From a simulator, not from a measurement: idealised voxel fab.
voxel released beams: a process module
We display cut, a cross-section 280 nm in width whose square cells are each 5 nm.
Cross-section layout: square cells on a grid; listed as bands, top to bottom; a band spans one or more cell rows. It is stipulated that each band's entry specify, in nanometres, the height of the top of the band and then that of its bottom, followed by the materials of the band in left-to-right sequence, each together with its width in nanometres. A single material marked by the word "throughout" is understood to fill the band from edge to edge; the word "empty" is understood to denote empty space. Basically, 0 is our baseline, since under it the wafer straight out of the box is all one material. The bottom band has no lower end and keeps on going down, so it looks like "z 0 and below". Per-row width for "30 to 40": begins at first number (top row of band), ends at second number (bottom row), increment between rows held constant. A step reported as "nothing changed" is a step in which no cell of the cross-section changed. What "Enclosed void list" gives you is every empty space of 8 cells or more that is cut off from the top. Each appears as width x height at distance, with the distance taken from the left edge and width, height and distance all in nm. after a step's settings: what the simulator itself notes on the step. The "overlay nm" setting may appear on a step's line; for a step that uses a mask, it gives how far to the right of its planned position the mask lay, and a negative value indicates the left. Each of the pairs that make up the rest of this document says: here is the cross-section before one process step, here is the cross-section after it, drawn only down to the lowest band that changed, and here, under the pair, is the step lying between them with its settings. Different pairs may come from different runs of this module on the same starting wafer, so a pair continues from the pair above it only where its entry headed "Before processing step" says so.

Before processing step
    z 0 and below = Si throughout
    Enclosed void list: none

Cut View, Post-Step
    z 10 to 0 = Al2O3 throughout
    For the remainder of the cross-section, below 0, there is no change.
    Enclosed void list: none
Intermediate step for the cross-sections above: CONFORMAL_DEP,material Al2O3,thk nm 10

Before processing step: The cross-section prior to this step is the one presented after the step of the pair immediately above.

Cut View, Post-Step
    z 30 to 10 = SiO2 throughout
    For the remainder of the cross-section, below 10, there is no change.
    Enclosed void list: none
Intermediate step for the cross-sections above: DIRECTIONAL_DEP,material SiO2,thk nm 20

Before processing step: The cross-section prior to this step is the one presented after the step of the pair immediately above.

Cut View, Post-Step
    z 50 to 30 = 105 nm resist; 25 nm empty; 150 nm resist
    For the remainder of the cross-section, below 30, there is no change.
    Enclosed void list: none
Intermediate step for the cross-sections above: PATTERN,tone open,mask id ANCHOR,material resist,width nm 25,thk nm 20,overlay nm 0

Before processing step: The cross-section prior to this step is the one presented after the step of the pair immediately above.

Cut View, Post-Step
    z 50 to 30 = 105 nm resist; 25 nm empty; 150 nm resist
    z 30 to 10 = 105 nm SiO2; 25 nm empty; 150 nm SiO2
    For the remainder of the cross-section, below 10, there is no change.
    Enclosed void list: none
Intermediate step for the cross-sections above: DIRECTIONAL_ETCH,etch materials SiO2,depth nm 20

Before processing step: The cross-section prior to this step is the one presented after the step of the pair immediately above.

Cut View, Post-Step
    z 30 to 10 = 105 nm SiO2; 25 nm empty; 150 nm SiO2
    For the remainder of the cross-section, below 10, there is no change.
    Enclosed void list: none
Intermediate step for the cross-sections above: STRIP,etch materials resist

Before processing step: The cross-section prior to this step is the one presented after the step of the pair immediately above.

Cut View, Post-Step
    z 40 to 30 = 115 nm SiN; 5 nm empty; 160 nm SiN
    z 30 to 20 = 105 nm SiO2; 10 nm SiN; 5 nm empty; 10 nm SiN; 150 nm SiO2
    z 20 to 10 = 105 nm SiO2; 25 nm SiN; 150 nm SiO2
    For the remainder of the cross-section, below 10, there is no change.
    Enclosed void list: none
Intermediate step for the cross-sections above: CONFORMAL_DEP,material SiN,thk nm 10

Before processing step: The cross-section prior to this step is the one presented after the step of the pair immediately above.

Cut View, Post-Step
    z 50 to 40 = 115 nm aC; 5 nm empty; 160 nm aC
    z 40 to 30 = 115 nm SiN; 5 nm empty; 160 nm SiN
    z 30 to 20 = 105 nm SiO2; 10 nm SiN; 5 nm aC; 10 nm SiN; 150 nm SiO2
    For the remainder of the cross-section, below 20, there is no change.
    Enclosed void list: none
Intermediate step for the cross-sections above: DIRECTIONAL_DEP,material aC,thk nm 10

Before processing step: The cross-section prior to this step is the one presented after the step of the pair immediately above.

Cut View, Post-Step
    z 80 to 50 = 100 nm empty; 70 nm resist; 110 nm empty
    z 50 to 40 = 115 nm aC; 5 nm resist; 160 nm aC
    z 40 to 30 = 115 nm SiN; 5 nm resist; 160 nm SiN
    For the remainder of the cross-section, below 30, there is no change.
    Enclosed void list: none
Intermediate step for the cross-sections above: PATTERN,tone cover,mask id BEAM,material resist,width nm 70,thk nm 30,overlay nm 0

Before processing step: The cross-section prior to this step is the one presented after the step of the pair immediately above.

Cut View, Post-Step
    z 70 to 50 = 100 nm empty; 70 nm resist; 110 nm empty
    z 50 to 40 = 100 nm empty; 15 nm aC; 5 nm resist; 50 nm aC; 110 nm empty
    For the remainder of the cross-section, below 40, there is no change.
    Enclosed void list: none
Intermediate step for the cross-sections above: DIRECTIONAL_ETCH,etch materials aC,depth nm 10

Before processing step: The cross-section prior to this step is the one presented after the step of the pair immediately above.

Cut View, Post-Step
    z 50 to 40 = 100 nm empty; 15 nm aC; 5 nm empty; 50 nm aC; 110 nm empty
    z 40 to 30 = 115 nm SiN; 5 nm empty; 160 nm SiN
    For the remainder of the cross-section, below 30, there is no change.
    Enclosed void list: none
Intermediate step for the cross-sections above: STRIP,etch materials resist

Before processing step: The cross-section prior to this step is the one presented after the step of the pair immediately above.

Cut View, Post-Step
    z 50 to 40 = 100 nm empty; 15 nm aC; 5 nm empty; 50 nm aC; 110 nm empty
    z 40 to 30 = 100 nm empty; 15 nm SiN; 5 nm empty; 50 nm SiN; 110 nm empty
    For the remainder of the cross-section, below 30, there is no change.
    Enclosed void list: none
Intermediate step for the cross-sections above: DIRECTIONAL_ETCH,etch materials SiN,depth nm 10

Before processing step: The cross-section prior to this step is the one presented after the step of the pair immediately above.

Cut View, Post-Step
    z 40 to 30 = 100 nm empty; 15 nm SiN; 5 nm empty; 50 nm SiN; 110 nm empty
    z 30 to 20 = 105 nm SiO2; 10 nm SiN; 5 nm empty; 10 nm SiN; 150 nm SiO2
    For the remainder of the cross-section, below 20, there is no change.
    Enclosed void list: none
Intermediate step for the cross-sections above: STRIP,etch materials aC

Before processing step: The cross-section prior to this step is the one presented after the step of the pair immediately above.

Cut View, Post-Step
    z 40 to 30 = 100 nm empty; 15 nm SiN; 5 nm empty; 50 nm SiN; 110 nm empty
    z 30 to 20 = 105 nm empty; 10 nm SiN; 5 nm empty; 10 nm SiN; 150 nm empty
    z 20 to 10 = 105 nm empty; 25 nm SiN; 150 nm empty
    For the remainder of the cross-section, below 10, there is no change.
    Enclosed void list: none
Intermediate step for the cross-sections above: STRIP,etch materials SiO2

Before processing step
    z 0 and below = Si throughout
    Enclosed void list: none

Cut View, Post-Step
    z 20 to 0 = SiO2 throughout
    For the remainder of the cross-section, below 0, there is no change.
    Enclosed void list: none
Intermediate step for the cross-sections above: DIRECTIONAL_DEP,material SiO2,thk nm 20

Before processing step: The cross-section prior to this step is the one presented after the step of the pair immediately above.

Cut View, Post-Step
    z 40 to 20 = 105 nm resist; 25 nm empty; 150 nm resist
    For the remainder of the cross-section, below 20, there is no change.
    Enclosed void list: none
Intermediate step for the cross-sections above: PATTERN,tone open,mask id ANCHOR,material resist,width nm 25,thk nm 20,overlay nm 0

Before processing step: The cross-section prior to this step is the one presented after the step of the pair immediately above.

Cut View, Post-Step
    z 40 to 20 = 105 nm resist; 25 nm empty; 150 nm resist
    z 20 to 0 = 105 nm SiO2; 25 nm empty; 150 nm SiO2
    For the remainder of the cross-section, below 0, there is no change.
    Enclosed void list: none
Intermediate step for the cross-sections above: DIRECTIONAL_ETCH,etch materials SiO2,depth nm 20

Before processing step: The cross-section prior to this step is the one presented after the step of the pair immediately above.

Cut View, Post-Step
    z 20 to 0 = 105 nm SiO2; 25 nm empty; 150 nm SiO2
    For the remainder of the cross-section, below 0, there is no change.
    Enclosed void list: none
Intermediate step for the cross-sections above: STRIP,etch materials resist

Before processing step: The cross-section prior to this step is the one presented after the step of the pair immediately above.

Cut View, Post-Step
    z 30 to 20 = 115 nm SiN; 5 nm empty; 160 nm SiN
    z 20 to 10 = 105 nm SiO2; 10 nm SiN; 5 nm empty; 10 nm SiN; 150 nm SiO2
    z 10 to 0 = 105 nm SiO2; 25 nm SiN; 150 nm SiO2
    For the remainder of the cross-section, below 0, there is no change.
    Enclosed void list: none
Intermediate step for the cross-sections above: CONFORMAL_DEP,material SiN,thk nm 10

Before processing step: The cross-section prior to this step is the one presented after the step of the pair immediately above.

Cut View, Post-Step
    z 40 to 30 = 115 nm aC; 5 nm empty; 160 nm aC
    z 30 to 20 = 115 nm SiN; 5 nm empty; 160 nm SiN
    z 20 to 10 = 105 nm SiO2; 10 nm SiN; 5 nm aC; 10 nm SiN; 150 nm SiO2
    For the remainder of the cross-section, below 10, there is no change.
    Enclosed void list: none
Intermediate step for the cross-sections above: DIRECTIONAL_DEP,material aC,thk nm 10

Before processing step: The cross-section prior to this step is the one presented after the step of the pair immediately above.

Cut View, Post-Step
    z 70 to 40 = 100 nm empty; 70 nm resist; 110 nm empty
    z 40 to 30 = 115 nm aC; 5 nm resist; 160 nm aC
    z 30 to 20 = 115 nm SiN; 5 nm resist; 160 nm SiN
    For the remainder of the cross-section, below 20, there is no change.
    Enclosed void list: none
Intermediate step for the cross-sections above: PATTERN,tone cover,mask id BEAM,material resist,width nm 70,thk nm 30,overlay nm 0

Before processing step: The cross-section prior to this step is the one presented after the step of the pair immediately above.

Cut View, Post-Step
    z 60 to 40 = 100 nm empty; 70 nm resist; 110 nm empty
    z 40 to 30 = 100 nm empty; 15 nm aC; 5 nm resist; 50 nm aC; 110 nm empty
    For the remainder of the cross-section, below 30, there is no change.
    Enclosed void list: none
Intermediate step for the cross-sections above: DIRECTIONAL_ETCH,etch materials aC,depth nm 10

Before processing step: The cross-section prior to this step is the one presented after the step of the pair immediately above.

Cut View, Post-Step
    z 40 to 30 = 100 nm empty; 15 nm aC; 5 nm empty; 50 nm aC; 110 nm empty
    z 30 to 20 = 115 nm SiN; 5 nm empty; 160 nm SiN
    For the remainder of the cross-section, below 20, there is no change.
    Enclosed void list: none
Intermediate step for the cross-sections above: STRIP,etch materials resist

Before processing step: The cross-section prior to this step is the one presented after the step of the pair immediately above.

Cut View, Post-Step
    z 40 to 30 = 100 nm empty; 15 nm aC; 5 nm empty; 50 nm aC; 110 nm empty
    z 30 to 20 = 100 nm empty; 15 nm SiN; 5 nm empty; 50 nm SiN; 110 nm empty
    For the remainder of the cross-section, below 20, there is no change.
    Enclosed void list: none
Intermediate step for the cross-sections above: DIRECTIONAL_ETCH,etch materials SiN,depth nm 10

Before processing step: The cross-section prior to this step is the one presented after the step of the pair immediately above.

Cut View, Post-Step
    z 30 to 20 = 100 nm empty; 15 nm SiN; 5 nm empty; 50 nm SiN; 110 nm empty
    z 20 to 10 = 105 nm SiO2; 10 nm SiN; 5 nm empty; 10 nm SiN; 150 nm SiO2
    For the remainder of the cross-section, below 10, there is no change.
    Enclosed void list: none
Intermediate step for the cross-sections above: STRIP,etch materials aC

Before processing step: The cross-section prior to this step is the one presented after the step of the pair immediately above.

Cut View, Post-Step
    z 30 to 20 = 100 nm empty; 15 nm SiN; 5 nm empty; 50 nm SiN; 110 nm empty
    z 20 to 10 = 105 nm empty; 10 nm SiN; 5 nm empty; 10 nm SiN; 150 nm empty
    z 10 to 0 = 105 nm empty; 25 nm SiN; 150 nm empty
    For the remainder of the cross-section, below 0, there is no change.
    Enclosed void list: none
Intermediate step for the cross-sections above: STRIP,etch materials SiO2

Before processing step
    z 20 to 0 = SiO2 throughout
    z 0 and below = Si throughout
    Enclosed void list: none

Cut View, Post-Step
    z 30 to 20 = Al2O3 throughout
    For the remainder of the cross-section, below 20, there is no change.
    Enclosed void list: none
Intermediate step for the cross-sections above: CONFORMAL_DEP,material Al2O3,thk nm 10

Before processing step: The cross-section prior to this step is the one presented after the step of the pair immediately above.

Cut View, Post-Step
    z 50 to 30 = 105 nm resist; 25 nm empty; 150 nm resist
    For the remainder of the cross-section, below 30, there is no change.
    Enclosed void list: none
Intermediate step for the cross-sections above: PATTERN,tone open,mask id ANCHOR,material resist,width nm 25,thk nm 20,overlay nm 0

Before processing step: The cross-section prior to this step is the one presented after the step of the pair immediately above.

Cut View, Post-Step
    z 30 to 20 = Al2O3 throughout
    For the remainder of the cross-section, below 20, there is no change.
    Enclosed void list: none
Intermediate step for the cross-sections above: STRIP,etch materials resist

Before processing step: The cross-section prior to this step is the one presented after the step of the pair immediately above.

Cut View, Post-Step
    z 40 to 30 = SiN throughout
    For the remainder of the cross-section, below 30, there is no change.
    Enclosed void list: none
Intermediate step for the cross-sections above: CONFORMAL_DEP,material SiN,thk nm 10

Before processing step: The cross-section prior to this step is the one presented after the step of the pair immediately above.

Cut View, Post-Step
    z 50 to 40 = aC throughout
    For the remainder of the cross-section, below 40, there is no change.
    Enclosed void list: none
Intermediate step for the cross-sections above: DIRECTIONAL_DEP,material aC,thk nm 10

Before processing step: The cross-section prior to this step is the one presented after the step of the pair immediately above.

Cut View, Post-Step
    z 80 to 50 = 100 nm empty; 70 nm resist; 110 nm empty
    For the remainder of the cross-section, below 50, there is no change.
    Enclosed void list: none
Intermediate step for the cross-sections above: PATTERN,tone cover,mask id BEAM,material resist,width nm 70,thk nm 30,overlay nm 0

Before processing step: The cross-section prior to this step is the one presented after the step of the pair immediately above.

Cut View, Post-Step
    z 70 to 50 = 100 nm empty; 70 nm resist; 110 nm empty
    z 50 to 40 = 100 nm empty; 70 nm aC; 110 nm empty
    For the remainder of the cross-section, below 40, there is no change.
    Enclosed void list: none
Intermediate step for the cross-sections above: DIRECTIONAL_ETCH,etch materials aC,depth nm 10

Before processing step: The cross-section prior to this step is the one presented after the step of the pair immediately above.

Cut View, Post-Step
    z 50 to 40 = 100 nm empty; 70 nm aC; 110 nm empty
    For the remainder of the cross-section, below 40, there is no change.
    Enclosed void list: none
Intermediate step for the cross-sections above: STRIP,etch materials resist

Before processing step: The cross-section prior to this step is the one presented after the step of the pair immediately above.

Cut View, Post-Step
    z 50 to 40 = 100 nm empty; 70 nm aC; 110 nm empty
    z 40 to 30 = 100 nm empty; 70 nm SiN; 110 nm empty
    For the remainder of the cross-section, below 30, there is no change.
    Enclosed void list: none
Intermediate step for the cross-sections above: DIRECTIONAL_ETCH,etch materials SiN,depth nm 10

Before processing step: The cross-section prior to this step is the one presented after the step of the pair immediately above.

Cut View, Post-Step
    z 40 to 30 = 100 nm empty; 70 nm SiN; 110 nm empty
    For the remainder of the cross-section, below 30, there is no change.
    Enclosed void list: none
Intermediate step for the cross-sections above: STRIP,etch materials aC

Before processing step
    z 30 to 10 = 105 nm SiO2; 25 nm empty; 150 nm SiO2
    z 10 to 0 = Al2O3 throughout
    z 0 and below = Si throughout
    Enclosed void list: none

Cut View, Post-Step
    z 35 to 30 = 110 nm SiN; 15 nm empty; 155 nm SiN
    z 30 to 15 = 105 nm SiO2; 5 nm SiN; 15 nm empty; 5 nm SiN; 150 nm SiO2
    z 15 to 10 = 105 nm SiO2; 25 nm SiN; 150 nm SiO2
    For the remainder of the cross-section, below 10, there is no change.
    Enclosed void list: none
Intermediate step for the cross-sections above: CONFORMAL_DEP,material SiN,thk nm 5

Before processing step: The cross-section prior to this step is the one presented after the step of the pair immediately above.

Cut View, Post-Step
    z 45 to 35 = 110 nm aC; 15 nm empty; 155 nm aC
    z 35 to 30 = 110 nm SiN; 15 nm empty; 155 nm SiN
    z 30 to 25 = 105 nm SiO2; 5 nm SiN; 15 nm empty; 5 nm SiN; 150 nm SiO2
    z 25 to 15 = 105 nm SiO2; 5 nm SiN; 15 nm aC; 5 nm SiN; 150 nm SiO2
    For the remainder of the cross-section, below 15, there is no change.
    Enclosed void list: none
Intermediate step for the cross-sections above: DIRECTIONAL_DEP,material aC,thk nm 10

Before processing step: The cross-section prior to this step is the one presented after the step of the pair immediately above.

Cut View, Post-Step
    z 75 to 45 = 100 nm empty; 70 nm resist; 110 nm empty
    z 45 to 35 = 110 nm aC; 15 nm resist; 155 nm aC
    z 35 to 30 = 110 nm SiN; 15 nm resist; 155 nm SiN
    z 30 to 25 = 105 nm SiO2; 5 nm SiN; 15 nm resist; 5 nm SiN; 150 nm SiO2
    For the remainder of the cross-section, below 25, there is no change.
    Enclosed void list: none
Intermediate step for the cross-sections above: PATTERN,tone cover,mask id BEAM,material resist,width nm 70,thk nm 30,overlay nm 0

Before processing step: The cross-section prior to this step is the one presented after the step of the pair immediately above.

Cut View, Post-Step
    z 65 to 45 = 100 nm empty; 70 nm resist; 110 nm empty
    z 45 to 35 = 100 nm empty; 10 nm aC; 15 nm resist; 45 nm aC; 110 nm empty
    For the remainder of the cross-section, below 35, there is no change.
    Enclosed void list: none
Intermediate step for the cross-sections above: DIRECTIONAL_ETCH,etch materials aC,depth nm 10

Before processing step: The cross-section prior to this step is the one presented after the step of the pair immediately above.

Cut View, Post-Step
    z 45 to 35 = 100 nm empty; 10 nm aC; 15 nm empty; 45 nm aC; 110 nm empty
    z 35 to 30 = 110 nm SiN; 15 nm empty; 155 nm SiN
    z 30 to 25 = 105 nm SiO2; 5 nm SiN; 15 nm empty; 5 nm SiN; 150 nm SiO2
    For the remainder of the cross-section, below 25, there is no change.
    Enclosed void list: none
Intermediate step for the cross-sections above: STRIP,etch materials resist

Before processing step: The cross-section prior to this step is the one presented after the step of the pair immediately above.

Cut View, Post-Step
    z 45 to 35 = 100 nm empty; 10 nm aC; 15 nm empty; 45 nm aC; 110 nm empty
    z 35 to 30 = 100 nm empty; 10 nm SiN; 15 nm empty; 45 nm SiN; 110 nm empty
    For the remainder of the cross-section, below 30, there is no change.
    Enclosed void list: none
Intermediate step for the cross-sections above: DIRECTIONAL_ETCH,etch materials SiN,depth nm 10

Before processing step: The cross-section prior to this step is the one presented after the step of the pair immediately above.

Cut View, Post-Step
    z 35 to 30 = 100 nm empty; 10 nm SiN; 15 nm empty; 45 nm SiN; 110 nm empty
    z 30 to 15 = 105 nm SiO2; 5 nm SiN; 15 nm empty; 5 nm SiN; 150 nm SiO2
    For the remainder of the cross-section, below 15, there is no change.
    Enclosed void list: none
Intermediate step for the cross-sections above: STRIP,etch materials aC

Before processing step: The cross-section prior to this step is the one presented after the step of the pair immediately above.

Cut View, Post-Step
    z 35 to 30 = 100 nm empty; 10 nm SiN; 15 nm empty; 45 nm SiN; 110 nm empty
    z 30 to 15 = 105 nm empty; 5 nm SiN; 15 nm empty; 5 nm SiN; 150 nm empty
    z 15 to 10 = 105 nm empty; 25 nm SiN; 150 nm empty
    For the remainder of the cross-section, below 10, there is no change.
    Enclosed void list: none
Intermediate step for the cross-sections above: STRIP,etch materials SiO2

Before processing step
    z 30 to 10 = SiO2 throughout
    z 10 to 0 = Al2O3 throughout
    z 0 and below = Si throughout
    Enclosed void list: none

Cut View, Post-Step
    z 50 to 30 = 105 nm resist; 30 nm empty; 145 nm resist
    For the remainder of the cross-section, below 30, there is no change.
    Enclosed void list: none
Intermediate step for the cross-sections above: PATTERN,tone open,mask id ANCHOR,material resist,width nm 30,thk nm 20,overlay nm 0

Before processing step: The cross-section prior to this step is the one presented after the step of the pair immediately above.

Cut View, Post-Step
    z 50 to 30 = 105 nm resist; 30 nm empty; 145 nm resist
    z 30 to 10 = 105 nm SiO2; 30 nm empty; 145 nm SiO2
    For the remainder of the cross-section, below 10, there is no change.
    Enclosed void list: none
Intermediate step for the cross-sections above: DIRECTIONAL_ETCH,etch materials SiO2,depth nm 20

Before processing step: The cross-section prior to this step is the one presented after the step of the pair immediately above.

Cut View, Post-Step
    z 30 to 10 = 105 nm SiO2; 30 nm empty; 145 nm SiO2
    For the remainder of the cross-section, below 10, there is no change.
    Enclosed void list: none
Intermediate step for the cross-sections above: STRIP,etch materials resist

Before processing step: The cross-section prior to this step is the one presented after the step of the pair immediately above.

Cut View, Post-Step
    z 40 to 30 = 115 nm SiN; 10 nm empty; 155 nm SiN
    z 30 to 20 = 105 nm SiO2; 10 nm SiN; 10 nm empty; 10 nm SiN; 145 nm SiO2
    z 20 to 10 = 105 nm SiO2; 30 nm SiN; 145 nm SiO2
    For the remainder of the cross-section, below 10, there is no change.
    Enclosed void list: none
Intermediate step for the cross-sections above: CONFORMAL_DEP,material SiN,thk nm 10

Before processing step: The cross-section prior to this step is the one presented after the step of the pair immediately above.

Cut View, Post-Step
    z 50 to 40 = 115 nm aC; 10 nm empty; 155 nm aC
    z 40 to 30 = 115 nm SiN; 10 nm empty; 155 nm SiN
    z 30 to 20 = 105 nm SiO2; 10 nm SiN; 10 nm aC; 10 nm SiN; 145 nm SiO2
    For the remainder of the cross-section, below 20, there is no change.
    Enclosed void list: none
Intermediate step for the cross-sections above: DIRECTIONAL_DEP,material aC,thk nm 10

Before processing step: The cross-section prior to this step is the one presented after the step of the pair immediately above.

Cut View, Post-Step
    z 80 to 50 = 100 nm empty; 70 nm resist; 110 nm empty
    z 50 to 40 = 115 nm aC; 10 nm resist; 155 nm aC
    z 40 to 30 = 115 nm SiN; 10 nm resist; 155 nm SiN
    For the remainder of the cross-section, below 30, there is no change.
    Enclosed void list: none
Intermediate step for the cross-sections above: PATTERN,tone cover,mask id BEAM,material resist,width nm 70,thk nm 30,overlay nm 0

Before processing step: The cross-section prior to this step is the one presented after the step of the pair immediately above.

Cut View, Post-Step
    z 70 to 50 = 100 nm empty; 70 nm resist; 110 nm empty
    z 50 to 40 = 100 nm empty; 15 nm aC; 10 nm resist; 45 nm aC; 110 nm empty
    For the remainder of the cross-section, below 40, there is no change.
    Enclosed void list: none
Intermediate step for the cross-sections above: DIRECTIONAL_ETCH,etch materials aC,depth nm 10

Before processing step: The cross-section prior to this step is the one presented after the step of the pair immediately above.

Cut View, Post-Step
    z 50 to 40 = 100 nm empty; 15 nm aC; 10 nm empty; 45 nm aC; 110 nm empty
    z 40 to 30 = 115 nm SiN; 10 nm empty; 155 nm SiN
    For the remainder of the cross-section, below 30, there is no change.
    Enclosed void list: none
Intermediate step for the cross-sections above: STRIP,etch materials resist

Before processing step: The cross-section prior to this step is the one presented after the step of the pair immediately above.

Cut View, Post-Step
    z 50 to 40 = 100 nm empty; 15 nm aC; 10 nm empty; 45 nm aC; 110 nm empty
    z 40 to 30 = 100 nm empty; 15 nm SiN; 10 nm empty; 45 nm SiN; 110 nm empty
    For the remainder of the cross-section, below 30, there is no change.
    Enclosed void list: none
Intermediate step for the cross-sections above: DIRECTIONAL_ETCH,etch materials SiN,depth nm 10

Before processing step: The cross-section prior to this step is the one presented after the step of the pair immediately above.

Cut View, Post-Step
    z 40 to 30 = 100 nm empty; 15 nm SiN; 10 nm empty; 45 nm SiN; 110 nm empty
    z 30 to 20 = 105 nm SiO2; 10 nm SiN; 10 nm empty; 10 nm SiN; 145 nm SiO2
    For the remainder of the cross-section, below 20, there is no change.
    Enclosed void list: none
Intermediate step for the cross-sections above: STRIP,etch materials aC

Before processing step: The cross-section prior to this step is the one presented after the step of the pair immediately above.

Cut View, Post-Step
    z 40 to 30 = 100 nm empty; 15 nm SiN; 10 nm empty; 45 nm SiN; 110 nm empty
    z 30 to 20 = 105 nm empty; 10 nm SiN; 10 nm empty; 10 nm SiN; 145 nm empty
    z 20 to 10 = 105 nm empty; 30 nm SiN; 145 nm empty
    For the remainder of the cross-section, below 10, there is no change.
    Enclosed void list: none
Intermediate step for the cross-sections above: STRIP,etch materials SiO2

Before processing step
    z 50 to 40 = 115 nm aC; 5 nm empty; 160 nm aC
    z 40 to 30 = 115 nm SiN; 5 nm empty; 160 nm SiN
    z 30 to 20 = 105 nm SiO2; 10 nm SiN; 5 nm aC; 10 nm SiN; 150 nm SiO2
    z 20 to 10 = 105 nm SiO2; 25 nm SiN; 150 nm SiO2
    z 10 to 0 = Al2O3 throughout
    z 0 and below = Si throughout
    Enclosed void list: none

Cut View, Post-Step
    z 80 to 50 = 90 nm empty; 70 nm resist; 120 nm empty
    z 50 to 40 = 115 nm aC; 5 nm resist; 160 nm aC
    z 40 to 30 = 115 nm SiN; 5 nm resist; 160 nm SiN
    For the remainder of the cross-section, below 30, there is no change.
    Enclosed void list: none
Intermediate step for the cross-sections above: PATTERN,tone cover,mask id BEAM,material resist,width nm 70,thk nm 30,overlay nm -10

Before processing step: The cross-section prior to this step is the one presented after the step of the pair immediately above.

Cut View, Post-Step
    z 70 to 50 = 90 nm empty; 70 nm resist; 120 nm empty
    z 50 to 40 = 90 nm empty; 25 nm aC; 5 nm resist; 40 nm aC; 120 nm empty
    For the remainder of the cross-section, below 40, there is no change.
    Enclosed void list: none
Intermediate step for the cross-sections above: DIRECTIONAL_ETCH,etch materials aC,depth nm 10

Before processing step: The cross-section prior to this step is the one presented after the step of the pair immediately above.

Cut View, Post-Step
    z 50 to 40 = 90 nm empty; 25 nm aC; 5 nm empty; 40 nm aC; 120 nm empty
    z 40 to 30 = 115 nm SiN; 5 nm empty; 160 nm SiN
    For the remainder of the cross-section, below 30, there is no change.
    Enclosed void list: none
Intermediate step for the cross-sections above: STRIP,etch materials resist

Before processing step: The cross-section prior to this step is the one presented after the step of the pair immediately above.

Cut View, Post-Step
    z 50 to 40 = 90 nm empty; 25 nm aC; 5 nm empty; 40 nm aC; 120 nm empty
    z 40 to 30 = 90 nm empty; 25 nm SiN; 5 nm empty; 40 nm SiN; 120 nm empty
    For the remainder of the cross-section, below 30, there is no change.
    Enclosed void list: none
Intermediate step for the cross-sections above: DIRECTIONAL_ETCH,etch materials SiN,depth nm 10

Before processing step: The cross-section prior to this step is the one presented after the step of the pair immediately above.

Cut View, Post-Step
    z 40 to 30 = 90 nm empty; 25 nm SiN; 5 nm empty; 40 nm SiN; 120 nm empty
    z 30 to 20 = 105 nm SiO2; 10 nm SiN; 5 nm empty; 10 nm SiN; 150 nm SiO2
    For the remainder of the cross-section, below 20, there is no change.
    Enclosed void list: none
Intermediate step for the cross-sections above: STRIP,etch materials aC

Before processing step: The cross-section prior to this step is the one presented after the step of the pair immediately above.

Cut View, Post-Step
    z 40 to 30 = 90 nm empty; 25 nm SiN; 5 nm empty; 40 nm SiN; 120 nm empty
    z 30 to 20 = 105 nm empty; 10 nm SiN; 5 nm empty; 10 nm SiN; 150 nm empty
    z 20 to 10 = 105 nm empty; 25 nm SiN; 150 nm empty
    For the remainder of the cross-section, below 10, there is no change.
    Enclosed void list: none
Intermediate step for the cross-sections above: STRIP,etch materials SiO2

Before processing step
    z 10 to 0 = Al2O3 throughout
    z 0 and below = Si throughout
    Enclosed void list: none

Cut View, Post-Step
    z 30 to 10 = SiN throughout
    For the remainder of the cross-section, below 10, there is no change.
    Enclosed void list: none
Intermediate step for the cross-sections above: DIRECTIONAL_DEP,material SiN,thk nm 20

Before processing step: The cross-section prior to this step is the one presented after the step of the pair immediately above.

Cut View, Post-Step
    z 50 to 30 = 105 nm resist; 25 nm empty; 150 nm resist
    For the remainder of the cross-section, below 30, there is no change.
    Enclosed void list: none
Intermediate step for the cross-sections above: PATTERN,tone open,mask id ANCHOR,material resist,width nm 25,thk nm 20,overlay nm 0

Before processing step: The cross-section prior to this step is the one presented after the step of the pair immediately above.

Cut View, Post-Step
    z 30 to 10 = SiN throughout
    For the remainder of the cross-section, below 10, there is no change.
    Enclosed void list: none
Intermediate step for the cross-sections above: STRIP,etch materials resist

Before processing step: The cross-section prior to this step is the one presented after the step of the pair immediately above.

Cut View, Post-Step
    z 40 to 10 = SiN throughout
    For the remainder of the cross-section, below 10, there is no change.
    Enclosed void list: none
Intermediate step for the cross-sections above: CONFORMAL_DEP,material SiN,thk nm 10

Before processing step: The cross-section prior to this step is the one presented after the step of the pair immediately above.

Cut View, Post-Step
    z 50 to 40 = aC throughout
    For the remainder of the cross-section, below 40, there is no change.
    Enclosed void list: none
Intermediate step for the cross-sections above: DIRECTIONAL_DEP,material aC,thk nm 10

Before processing step: The cross-section prior to this step is the one presented after the step of the pair immediately above.

Cut View, Post-Step
    z 80 to 50 = 100 nm empty; 70 nm resist; 110 nm empty
    For the remainder of the cross-section, below 50, there is no change.
    Enclosed void list: none
Intermediate step for the cross-sections above: PATTERN,tone cover,mask id BEAM,material resist,width nm 70,thk nm 30,overlay nm 0

Before processing step: The cross-section prior to this step is the one presented after the step of the pair immediately above.

Cut View, Post-Step
    z 70 to 50 = 100 nm empty; 70 nm resist; 110 nm empty
    z 50 to 40 = 100 nm empty; 70 nm aC; 110 nm empty
    For the remainder of the cross-section, below 40, there is no change.
    Enclosed void list: none
Intermediate step for the cross-sections above: DIRECTIONAL_ETCH,etch materials aC,depth nm 10

Before processing step: The cross-section prior to this step is the one presented after the step of the pair immediately above.

Cut View, Post-Step
    z 50 to 40 = 100 nm empty; 70 nm aC; 110 nm empty
    For the remainder of the cross-section, below 40, there is no change.
    Enclosed void list: none
Intermediate step for the cross-sections above: STRIP,etch materials resist

Before processing step: The cross-section prior to this step is the one presented after the step of the pair immediately above.

Cut View, Post-Step
    z 50 to 40 = 100 nm empty; 70 nm aC; 110 nm empty
    z 40 to 30 = 100 nm empty; 70 nm SiN; 110 nm empty
    For the remainder of the cross-section, below 30, there is no change.
    Enclosed void list: none
Intermediate step for the cross-sections above: DIRECTIONAL_ETCH,etch materials SiN,depth nm 10

Before processing step: The cross-section prior to this step is the one presented after the step of the pair immediately above.

Cut View, Post-Step
    z 40 to 30 = 100 nm empty; 70 nm SiN; 110 nm empty
    For the remainder of the cross-section, below 30, there is no change.
    Enclosed void list: none
Intermediate step for the cross-sections above: STRIP,etch materials aC

Before processing step
    z 30 to 10 = SiO2 throughout
    z 10 to 0 = Al2O3 throughout
    z 0 and below = Si throughout
    Enclosed void list: none

Cut View, Post-Step
    z 50 to 30 = 105 nm empty; 25 nm resist; 150 nm empty
    For the remainder of the cross-section, below 30, there is no change.
    Enclosed void list: none
Intermediate step for the cross-sections above: PATTERN,tone cover,mask id ANCHOR,material resist,width nm 25,thk nm 20,overlay nm 0

Before processing step: The cross-section prior to this step is the one presented after the step of the pair immediately above.

Cut View, Post-Step
    z 50 to 30 = 105 nm empty; 25 nm resist; 150 nm empty
    z 30 to 10 = 105 nm empty; 25 nm SiO2; 150 nm empty
    For the remainder of the cross-section, below 10, there is no change.
    Enclosed void list: none
Intermediate step for the cross-sections above: DIRECTIONAL_ETCH,etch materials SiO2,depth nm 20
